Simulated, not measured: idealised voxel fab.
Process module name: voxel ribs on slabs
Displayed cross-section: cut, width of 215 nm, square cells sized 5 nm.
Think of the cross-section as a grid of square cells. We describe it in bands, top to bottom, and each band covers one or more rows of those cells.
A band entry consists of two parts. The first gives the height of the band's top and the height of its bottom, in nm. The rest lists the band's materials from left to right, each with its width in nm. A single material labelled with the word "all across" fills the band from edge to edge, and the word "blank" marks empty space.
Beneath 0, the wafer as received is one material, and that level is where height counting begins. The lowest band goes on downward without a bottom; it is written like "0 nm and below".
Graded width ("30->40"): value in top row of band = first number; value in bottom row = second number; row-to-row change constant.
The designation "remains unaltered", where it is given for a processing step, indicates that no cell of the cross-section was altered in the course of that step.
In the "Closed void listing" entry, you get each enclosed empty space of 8 cells or more, one with no open way to the top, written width x height at distance, distance from the left edge, in nm.
If you see something after the settings on a step's line, that's the simulator's own remark about that step.
overlay nm: step with mask; distance mask lay right of planned place; negative value = left of planned place.
# Steps planned for the process
| 1 | RECEIVE with material Si |
| 2 | DIRECTIONAL_DEP with material SiO2, thk nm 25 |
| 3 | DIRECTIONAL_DEP with material SiN, thk nm 25 |
| 4 | MASKED_ETCH with tone cover, mask id RIB, width nm 30, etch materials SiN, depth nm 15, overlay nm 0 |
| 5 | DIRECTIONAL_DEP with material aC, thk nm 15 |
| 6 | PATTERN with tone cover, mask id SLAB, material resist, width nm 60, thk nm 35, overlay nm 0 |
| 7 | DIRECTIONAL_ETCH with etch materials aC, depth nm 15 |
| 8 | STRIP with etch materials resist |
| 9 | DIRECTIONAL_ETCH with etch materials SiN, depth nm 10 |
| 10 | STRIP with etch materials aC |
| 11 | FILL_DEP with material SiO2, thk nm 25 |
| 12 | CMP with height nm 70 |
| 13 | DIRECTIONAL_DEP with material W, thk nm 10 |
| 14 | PATTERN with tone cover, mask id HEATER, material resist, width nm 40, thk nm 20, overlay nm 0 |
| 15 | DIRECTIONAL_ETCH with etch materials W, depth nm 10 |
| 16 | STRIP with etch materials resist |
| 17 | CONFORMAL_DEP with material SiO2, thk nm 5 |
# As-received state of the wafer in cross-section, equivalent to post-step 1
    0 nm and below: Si all across
    Closed void listing: none
# Wafer cross-section at end of module: start and plan as shown above, one execution error
    80 nm to 70 nm: blank=85 | W=40 | blank=90
    70 nm to 50 nm: SiO2 all across
    50 nm to 35 nm: SiO2=90 | SiN=30 | SiO2=95
    35 nm to 25 nm: SiO2=75 | SiN=60 | SiO2=80
    25 nm to 0 nm: SiO2 all across
    0 nm and below: Si all across
    Closed void listing: none
what went wrong: plan step 17 never ran because it was skipped
